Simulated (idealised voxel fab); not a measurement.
process module | voxel transistor to metal
cross-section cut | 145 nm wide | cells 5 nm
A cross-section is a grid of square cells, given in bands from the top down. A band is one or more rows of cells.
Each band's line starts with the height of the band's top and of its bottom, in nm. Then come its materials from left to right, each with its width in nm. One material with "throughout" fills the band from edge to edge. "air" is empty space.
Height 0 is the level under which the wafer as received is all one material. The lowest band goes on downwards, as in "0 down".
A width such as "30 to 40" changes by the same amount from each row of cells to the next, from the band's top row to its bottom row.
"no change" after a step means that no cell of the cross-section changed.
closed voids: empty space of 8 cells or more with no open way to the top, each as width x height at its distance from the left edge, in nm
after a step's settings: what the simulator itself notes on the step
overlay nm, on a step with a mask: how far to the right of its planned place the mask lay; to the left if negative
plan
1 op RECEIVE | material Si
2 op CONFORMAL_DEP | material SiO2 | thk nm 5
3 op CONFORMAL_DEP | material SiN | thk nm 15
4 op DIRECTIONAL_DEP | material aC | thk nm 10
5 op PATTERN | tone cover | mask id ACTIVE | material resist | width nm 100 | thk nm 25 | overlay nm 0
6 op DIRECTIONAL_ETCH | etch materials aC | depth nm 10
7 op STRIP | etch materials resist
8 op DIRECTIONAL_ETCH | etch materials SiN | depth nm 15
9 op DIRECTIONAL_ETCH | etch materials SiO2 | depth nm 5
10 op DIRECTIONAL_ETCH | etch materials Si | depth nm 20
11 op STRIP | etch materials aC
12 op FILL_DEP | material SiO2 | thk nm 15
13 op CMP | height nm 20
14 op SELECTIVE_ETCH | etch materials SiO2 | depth nm 15
15 op STRIP | etch materials SiN
16 op SELECTIVE_ETCH | etch materials SiO2 | depth nm 5
17 op OXIDIZE | depth nm 5
18 op DIRECTIONAL_DEP | material polySi | thk nm 25
19 op DIRECTIONAL_DEP | material SiCN | thk nm 10
20 op MASKED_ETCH | tone cover | mask id GATE | width nm 20 | etch materials SiCN | depth nm 20 | overlay nm 0
21 op MASKED_ETCH | tone cover | mask id GATE | width nm 20 | etch materials polySi | depth nm 35 | overlay nm 0
22 op CONFORMAL_DEP | material SiO2 | thk nm 5
23 op DIRECTIONAL_ETCH | etch materials SiO2 | depth nm 5
24 op CONFORMAL_DEP | material SiN | thk nm 10
25 op DIRECTIONAL_ETCH | etch materials SiN | depth nm 10
26 op DIRECTIONAL_ETCH | etch materials SiO2 | depth nm 5
27 op DIRECTIONAL_ETCH | etch materials Si | depth nm 5
28 op EPI | material pSi | thk nm 10
29 op FILL_DEP | material SiO2 | thk nm 10
30 op CMP | height nm 35
31 op DIRECTIONAL_DEP | material SiO2 | thk nm 15
32 op MASKED_ETCH | tone open | mask id CONTACT | width nm 20 | pitch nm 70 | etch materials SiO2 | depth nm 50 | overlay nm 0
33 op CONFORMAL_DEP | material TiN | thk nm 5
34 op FILL_DEP | material W | thk nm 10
35 op CMP | height nm 50
36 op CONFORMAL_DEP | material SiN | thk nm 5
37 op DIRECTIONAL_DEP | material lowk | thk nm 15
38 op MASKED_ETCH | tone open | mask id METAL_1 | width nm 20 | pitch nm 70 | etch materials lowk | depth nm 15 | overlay nm 0
39 op MASKED_ETCH | tone open | mask id METAL_1 | width nm 20 | pitch nm 70 | etch materials SiN | depth nm 5 | overlay nm 0
40 op CONFORMAL_DEP | material TiN | thk nm 5
41 op FILL_DEP | material Cu | thk nm 10
42 op CMP | height nm 70
43 op CONFORMAL_DEP | material SiCN | thk nm 5
44 op DIRECTIONAL_DEP | material lowk | thk nm 30
45 op DIRECTIONAL_DEP | material aC | thk nm 10
46 op PATTERN | tone open | mask id METAL_2 | material resist | width nm 20 | pitch nm 70 | thk nm 30 | overlay nm 0
47 op DIRECTIONAL_ETCH | etch materials aC | depth nm 10
48 op STRIP | etch materials resist
49 op DIRECTIONAL_ETCH | etch materials lowk | depth nm 15
50 op STRIP | etch materials aC
51 op DIRECTIONAL_DEP | material aC | thk nm 10
52 op PATTERN | tone open | mask id METAL_2_HOLES | material resist | width nm 15 | pitch nm 70 | thk nm 30 | overlay nm 0
53 op DIRECTIONAL_ETCH | etch materials aC | depth nm 10
54 op STRIP | etch materials resist
55 op DIRECTIONAL_ETCH | etch materials lowk | depth nm 15
56 op DIRECTIONAL_ETCH | etch materials SiCN | depth nm 5
57 op STRIP | etch materials aC
58 op CONFORMAL_DEP | material TiN | thk nm 5
59 op FILL_DEP | material Ru | thk nm 10
60 op CMP | height nm 105
61 op CONFORMAL_DEP | material SiCN | thk nm 5
as received, after step 1
  0 down: Si throughout
  closed voids: none
a wafer at the end: this start, this plan, one mistake
  110 to 105: SiCN throughout
  105 to 95: lowk 25 | TiN 5 | Ru 10 | TiN 5 | lowk 50 | TiN 5 | Ru 10 | TiN 5 | lowk 30
  95 to 90: lowk 25 | TiN 5 | Ru 5 | TiN 10 | lowk 50 | TiN 5 | Ru 5 | TiN 10 | lowk 30
  90 to 75: lowk 25 | TiN 5 | Ru 5 | TiN 5 | lowk 55 | TiN 5 | Ru 5 | TiN 5 | lowk 35
  75 to 70: SiCN 25 | TiN 15 | SiCN 55 | TiN 15 | SiCN 35
  70 to 55: lowk 25 | TiN 5 | Cu 10 | TiN 5 | lowk 50 | TiN 5 | Cu 10 | TiN 5 | lowk 30
  55 to 50: SiN 25 | TiN 20 | SiN 50 | TiN 20 | SiN 30
  50 to 40: SiO2 25 | TiN 5 | W 10 | TiN 5 | SiO2 50 | TiN 5 | W 10 | TiN 5 | SiO2 30
  40 to 35: SiO2 25 | TiN 20 | SiO2 50 | TiN 20 | SiO2 30
  35 to 25: SiCN 60 | SiO2 5 | SiN 10 | SiO2 5 | SiCN 65
  25 to 0: polySi throughout
  0 to -5: SiO2 throughout
  -5 to -20: SiO2 20 | Si 100 | SiO2 25
  -20 down: Si throughout
  closed voids: none
what went wrong: step 20 ran as: op MASKED_ETCH | tone open | mask id GATE | width nm 20 | etch materials SiCN | depth nm 20 | overlay nm 0
